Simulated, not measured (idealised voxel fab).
Presented below is a process module, voxel self aligned contacts.
Cross-section cut: width 290 nm, square cells of 5 nm.
When this document writes out a cross-section, it uses a grid of square cells and lists it as bands, beginning at the top and moving down, with a band standing for one or more rows of cells. Look at the band entry: it leads with the top's height and the bottom's height in nm. Then it lists the materials left to right, with a width in nm for each. The word "throughout" on a single material says that material fills the band edge to edge. The word "empty" is empty space. Note: height 0 marks the level under which the wafer is uniformly one material as received. Lowest band unbounded below, written "0 nm and below". Per-row width for "30 to 40": begins at first number (top row of band), ends at second number (bottom row), increment between rows held constant. "identical to before" (step): cross-section cells unchanged, all of them. Listed in "Sealed void inventory": every empty space of 8 or more cells without an open way to the top. Form: width x height at distance, the distance being from the left edge, all in nm. The remark found on a step's line after its settings is issued by the simulator itself and pertains to that step. "overlay nm" denotes, for a step that has a mask, the displacement of the mask to the right of its planned place, with negative values corresponding to the left.

Steps in the process plan:
- 1: RECEIVE (material Si)
- 2: CONFORMAL_DEP (material SiO2; thk nm 5)
- 3: DIRECTIONAL_DEP (material polySi; thk nm 25)
- 4: DIRECTIONAL_DEP (material SiN; thk nm 20)
- 5: DIRECTIONAL_DEP (material aC; thk nm 10)
- 6: PATTERN (tone cover; mask id GATE; material resist; width nm 35; pitch nm 60; thk nm 25; overlay nm 0)
- 7: DIRECTIONAL_ETCH (etch materials aC; depth nm 10)
- 8: STRIP (etch materials resist)
- 9: DIRECTIONAL_ETCH (etch materials SiN; depth nm 20)
- 10: DIRECTIONAL_ETCH (etch materials polySi; depth nm 25)
- 11: STRIP (etch materials aC)
- 12: CONFORMAL_DEP (material SiN; thk nm 5)
- 13: DIRECTIONAL_ETCH (etch materials SiN; depth nm 5)
- 14: FILL_DEP (material SiO2; thk nm 10)
- 15: CMP (height nm 55)
- 16: MASKED_ETCH (tone open; mask id CONTACT; width nm 35; etch materials SiO2; depth nm 55; overlay nm 0)
- 17: CONFORMAL_DEP (material TiN; thk nm 5)
- 18: FILL_DEP (material W; thk nm 5)
- 19: CMP (height nm 55)
- 20: CONFORMAL_DEP (material SiN; thk nm 5)

Below: the first of two wafers, run as planned:

The cross-section here shows the wafer as received, i.e. in its state after step 1:
0 nm and below: Si throughout
Sealed void inventory: none

You're looking at a cross-section of the wafer after step 2:
5 nm to 0 nm: SiO2 throughout
Below 0, the layers are the same as they were.

You're looking at a cross-section of the wafer after step 3:
30 nm to 5 nm: polySi throughout
Below 5, the layers are the same as they were.

You're looking at a cross-section of the wafer after step 4:
50 nm to 30 nm: SiN throughout
Below 30, the layers are the same as they were.

You're looking at a cross-section of the wafer after step 5:
60 nm to 50 nm: aC throughout
Below 50, the layers are the same as they were.

You're looking at a cross-section of the wafer after step 6:
85 nm to 60 nm: empty (95) / resist (35) / empty (25) / resist (35) / empty (100)
Below 60, the layers are the same as they were.

You're looking at a cross-section of the wafer after step 7:
75 nm to 60 nm: empty (95) / resist (35) / empty (25) / resist (35) / empty (100)
60 nm to 50 nm: empty (95) / aC (35) / empty (25) / aC (35) / empty (100)
Below 50, the layers are the same as they were.

You're looking at a cross-section of the wafer after step 8:
60 nm to 50 nm: empty (95) / aC (35) / empty (25) / aC (35) / empty (100)
Below 50, the layers are the same as they were.

You're looking at a cross-section of the wafer after step 9:
60 nm to 50 nm: empty (95) / aC (35) / empty (25) / aC (35) / empty (100)
50 nm to 30 nm: empty (95) / SiN (35) / empty (25) / SiN (35) / empty (100)
Below 30, the layers are the same as they were.

You're looking at a cross-section of the wafer after step 10:
60 nm to 50 nm: empty (95) / aC (35) / empty (25) / aC (35) / empty (100)
50 nm to 30 nm: empty (95) / SiN (35) / empty (25) / SiN (35) / empty (100)
30 nm to 5 nm: empty (95) / polySi (35) / empty (25) / polySi (35) / empty (100)
Below 5, the layers are the same as they were.

You're looking at a cross-section of the wafer after step 11:
50 nm to 30 nm: empty (95) / SiN (35) / empty (25) / SiN (35) / empty (100)
Below 30, the layers are the same as they were.

You're looking at a cross-section of the wafer after step 12:
55 nm to 30 nm: empty (90) / SiN (45) / empty (15) / SiN (45) / empty (95)
30 nm to 10 nm: empty (90) / SiN (5) / polySi (35) / SiN (5) / empty (15) / SiN (5) / polySi (35) / SiN (5) / empty (95)
10 nm to 5 nm: SiN (95) / polySi (35) / SiN (25) / polySi (35) / SiN (100)
Below 5, the layers are the same as they were.

You're looking at a cross-section of the wafer after step 13:
50 nm to 30 nm: empty (90) / SiN (45) / empty (15) / SiN (45) / empty (95)
30 nm to 5 nm: empty (90) / SiN (5) / polySi (35) / SiN (5) / empty (15) / SiN (5) / polySi (35) / SiN (5) / empty (95)
Below 5, the layers are the same as they were.

You're looking at a cross-section of the wafer after step 14:
60 nm to 50 nm: SiO2 throughout
50 nm to 30 nm: SiO2 (90) / SiN (45) / SiO2 (15) / SiN (45) / SiO2 (95)
30 nm to 5 nm: SiO2 (90) / SiN (5) / polySi (35) / SiN (5) / SiO2 (15) / SiN (5) / polySi (35) / SiN (5) / SiO2 (95)
Below 5, the layers are the same as they were.

You're looking at a cross-section of the wafer after step 15:
55 nm to 50 nm: SiO2 throughout
Below 50, the layers are the same as they were.

You're looking at a cross-section of the wafer after step 16:
55 nm to 50 nm: SiO2 (125) / empty (35) / SiO2 (130)
50 nm to 30 nm: SiO2 (90) / SiN (45) / empty (15) / SiN (45) / SiO2 (95)
30 nm to 5 nm: SiO2 (90) / SiN (5) / polySi (35) / SiN (5) / empty (15) / SiN (5) / polySi (35) / SiN (5) / SiO2 (95)
5 nm to 0 nm: SiO2 (135) / empty (15) / SiO2 (140)
Below 0, the layers are the same as they were.

You're looking at a cross-section of the wafer after step 17:
60 nm to 55 nm: TiN (130) / empty (25) / TiN (135)
55 nm to 50 nm: SiO2 (125) / TiN (15) / empty (5) / TiN (15) / SiO2 (130)
50 nm to 30 nm: SiO2 (90) / SiN (45) / TiN (5) / empty (5) / TiN (5) / SiN (45) / SiO2 (95)
30 nm to 5 nm: SiO2 (90) / SiN (5) / polySi (35) / SiN (5) / TiN (5) / empty (5) / TiN (5) / SiN (5) / polySi (35) / SiN (5) / SiO2 (95)
5 nm to 0 nm: SiO2 (135) / TiN (15) / SiO2 (140)
Below 0, the layers are the same as they were.

You're looking at a cross-section of the wafer after step 18:
65 nm to 60 nm: W throughout
60 nm to 55 nm: TiN (130) / W (25) / TiN (135)
55 nm to 50 nm: SiO2 (125) / TiN (15) / W (5) / TiN (15) / SiO2 (130)
50 nm to 30 nm: SiO2 (90) / SiN (45) / TiN (5) / W (5) / TiN (5) / SiN (45) / SiO2 (95)
30 nm to 5 nm: SiO2 (90) / SiN (5) / polySi (35) / SiN (5) / TiN (5) / W (5) / TiN (5) / SiN (5) / polySi (35) / SiN (5) / SiO2 (95)
Below 5, the layers are the same as they were.

You're looking at a cross-section of the wafer after step 19:
55 nm to 50 nm: SiO2 (125) / TiN (15) / W (5) / TiN (15) / SiO2 (130)
Below 50, the layers are the same as they were.

You're looking at a cross-section of the wafer after step 20:
60 nm to 55 nm: SiN throughout
Below 55, the layers are the same as they were.

Wafer two of two - same starting point, same process plan, one mistake in execution; matches wafer one up to and including step 2:

Second wafer profile in section, at the moment step 3 of the plan was meant to be complete:
30 nm to 5 nm: TiN throughout
Below 5, the layers are the same as they were.

Second wafer profile in section, at the moment step 4 of the plan was meant to be complete:
50 nm to 30 nm: SiN throughout
Below 30, the layers are the same as they were.

Second wafer profile in section, at the moment step 5 of the plan was meant to be complete:
60 nm to 50 nm: aC throughout
Below 50, the layers are the same as they were.

Second wafer profile in section, at the moment step 6 of the plan was meant to be complete:
85 nm to 60 nm: empty (95) / resist (35) / empty (25) / resist (35) / empty (100)
Below 60, the layers are the same as they were.

Second wafer profile in section, at the moment step 7 of the plan was meant to be complete:
75 nm to 60 nm: empty (95) / resist (35) / empty (25) / resist (35) / empty (100)
60 nm to 50 nm: empty (95) / aC (35) / empty (25) / aC (35) / empty (100)
Below 50, the layers are the same as they were.

Second wafer profile in section, at the moment step 8 of the plan was meant to be complete:
60 nm to 50 nm: empty (95) / aC (35) / empty (25) / aC (35) / empty (100)
Below 50, the layers are the same as they were.

Second wafer profile in section, at the moment step 9 of the plan was meant to be complete:
60 nm to 50 nm: empty (95) / aC (35) / empty (25) / aC (35) / empty (100)
50 nm to 30 nm: empty (95) / SiN (35) / empty (25) / SiN (35) / empty (100)
Below 30, the layers are the same as they were.

Second wafer profile in section, at the moment step 10 of the plan was meant to be complete: identical to before

Second wafer profile in section, at the moment step 11 of the plan was meant to be complete:
50 nm to 30 nm: empty (95) / SiN (35) / empty (25) / SiN (35) / empty (100)
Below 30, the layers are the same as they were.

Second wafer profile in section, at the moment step 12 of the plan was meant to be complete:
55 nm to 35 nm: empty (90) / SiN (45) / empty (15) / SiN (45) / empty (95)
35 nm to 30 nm: SiN throughout
Below 30, the layers are the same as they were.

Second wafer profile in section, at the moment step 13 of the plan was meant to be complete:
50 nm to 30 nm: empty (90) / SiN (45) / empty (15) / SiN (45) / empty (95)
Below 30, the layers are the same as they were.

Second wafer profile in section, at the moment step 14 of the plan was meant to be complete:
60 nm to 50 nm: SiO2 throughout
50 nm to 30 nm: SiO2 (90) / SiN (45) / SiO2 (15) / SiN (45) / SiO2 (95)
Below 30, the layers are the same as they were.

Second wafer profile in section, at the moment step 15 of the plan was meant to be complete:
55 nm to 50 nm: SiO2 throughout
Below 50, the layers are the same as they were.

Second wafer profile in section, at the moment step 16 of the plan was meant to be complete:
55 nm to 50 nm: SiO2 (125) / empty (35) / SiO2 (130)
50 nm to 30 nm: SiO2 (90) / SiN (45) / empty (15) / SiN (45) / SiO2 (95)
Below 30, the layers are the same as they were.

Second wafer profile in section, at the moment step 17 of the plan was meant to be complete:
60 nm to 55 nm: TiN (130) / empty (25) / TiN (135)
55 nm to 50 nm: SiO2 (125) / TiN (15) / empty (5) / TiN (15) / SiO2 (130)
50 nm to 35 nm: SiO2 (90) / SiN (45) / TiN (5) / empty (5) / TiN (5) / SiN (45) / SiO2 (95)
35 nm to 30 nm: SiO2 (90) / SiN (45) / TiN (15) / SiN (45) / SiO2 (95)
Below 30, the layers are the same as they were.

Second wafer profile in section, at the moment step 18 of the plan was meant to be complete:
65 nm to 60 nm: W throughout
60 nm to 55 nm: TiN (130) / W (25) / TiN (135)
55 nm to 50 nm: SiO2 (125) / TiN (15) / W (5) / TiN (15) / SiO2 (130)
50 nm to 35 nm: SiO2 (90) / SiN (45) / TiN (5) / W (5) / TiN (5) / SiN (45) / SiO2 (95)
Below 35, the layers are the same as they were.

Second wafer profile in section, at the moment step 19 of the plan was meant to be complete:
55 nm to 50 nm: SiO2 (125) / TiN (15) / W (5) / TiN (15) / SiO2 (130)
Below 50, the layers are the same as they were.

Second wafer profile in section, at the moment step 20 of the plan was meant to be complete:
60 nm to 55 nm: SiN throughout
Below 55, the layers are the same as they were.
what went wrong: rather than as planned, step 3 actually ran as DIRECTIONAL_DEP (material TiN; thk nm 25)
Final cells, second wafer relative to first, materials higher or lower: SiN -20, SiO2 -182, TiN +278, W -6, polySi -70
